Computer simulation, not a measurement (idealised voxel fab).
process module | voxel plated lines
cross-section cut | 255 nm wide | cells 5 nm
A cross-section is a grid of square cells, given in bands from the top down. A band is one or more rows of cells.
Each band's line starts with the height of the band's top and of its bottom, in nm. Then come its materials from left to right, each with its width in nm. One material with "throughout" fills the band from edge to edge. "air" is empty space.
Height 0 is the level under which the wafer as received is all one material. The lowest band goes on downwards, as in "0 down".
A width such as "30 to 40" changes by the same amount from each row of cells to the next, from the band's top row to its bottom row.
"no change" after a step means that no cell of the cross-section changed.
closed voids: empty space of 8 cells or more with no open way to the top, each as width x height at its distance from the left edge, in nm
after a step's settings: what the simulator itself notes on the step
overlay nm, on a step with a mask: how far to the right of its planned place the mask lay; to the left if negative
plan
1 op RECEIVE | material Si
2 op CONFORMAL_DEP | material Al2O3 | thk nm 10
3 op DIRECTIONAL_DEP | material TiN | thk nm 5
4 op PATTERN | tone open | mask id LINES | material resist | width nm 20 | pitch nm 50 | thk nm 20 | overlay nm 0
5 op EPI | material Ru | thk nm 5
6 op STRIP | etch materials resist
7 op DIRECTIONAL_ETCH | etch materials TiN | depth nm 5
8 op CONFORMAL_DEP | material SiCN | thk nm 5
first wafer, as planned
as received, after step 1
  0 down: Si throughout
  closed voids: none
after step 2
  10 to 0: Al2O3 throughout
  below 0: unchanged
after step 3
  15 to 10: TiN throughout
  below 10: unchanged
after step 4
  35 to 15: resist 90 | air 20 | resist 30 | air 20 | resist 95
  below 15: unchanged
after step 5
  35 to 20: resist 90 | air 20 | resist 30 | air 20 | resist 95
  20 to 15: resist 90 | Ru 20 | resist 30 | Ru 20 | resist 95
  below 15: unchanged
after step 6
  20 to 15: air 90 | Ru 20 | air 30 | Ru 20 | air 95
  below 15: unchanged
after step 7
  20 to 15: air 90 | Ru 20 | air 30 | Ru 20 | air 95
  15 to 10: air 90 | TiN 20 | air 30 | TiN 20 | air 95
  below 10: unchanged
after step 8
  25 to 20: air 85 | SiCN 30 | air 20 | SiCN 30 | air 90
  20 to 15: air 85 | SiCN 5 | Ru 20 | SiCN 5 | air 20 | SiCN 5 | Ru 20 | SiCN 5 | air 90
  15 to 10: SiCN 90 | TiN 20 | SiCN 30 | TiN 20 | SiCN 95
  below 10: unchanged
second wafer: like start, like plan, one mistake. Through step 3 it matches the first wafer
when step 4 should have ended
  35 to 15: resist 95 | air 20 | resist 30 | air 20 | resist 90
  below 15: unchanged
when step 5 should have ended
  35 to 20: resist 95 | air 20 | resist 30 | air 20 | resist 90
  20 to 15: resist 95 | Ru 20 | resist 30 | Ru 20 | resist 90
  below 15: unchanged
when step 6 should have ended
  20 to 15: air 95 | Ru 20 | air 30 | Ru 20 | air 90
  below 15: unchanged
when step 7 should have ended
  20 to 15: air 95 | Ru 20 | air 30 | Ru 20 | air 90
  15 to 10: air 95 | TiN 20 | air 30 | TiN 20 | air 90
  below 10: unchanged
when step 8 should have ended
  25 to 20: air 90 | SiCN 30 | air 20 | SiCN 30 | air 85
  20 to 15: air 90 | SiCN 5 | Ru 20 | SiCN 5 | air 20 | SiCN 5 | Ru 20 | SiCN 5 | air 85
  15 to 10: SiCN 95 | TiN 20 | SiCN 30 | TiN 20 | SiCN 90
  below 10: unchanged
what went wrong: step 4 ran as: op PATTERN | tone open | mask id LINES | material resist | width nm 20 | pitch nm 50 | thk nm 20 | overlay nm 5
at the end the second wafer has, in cells: as many of each material as the first, in other places
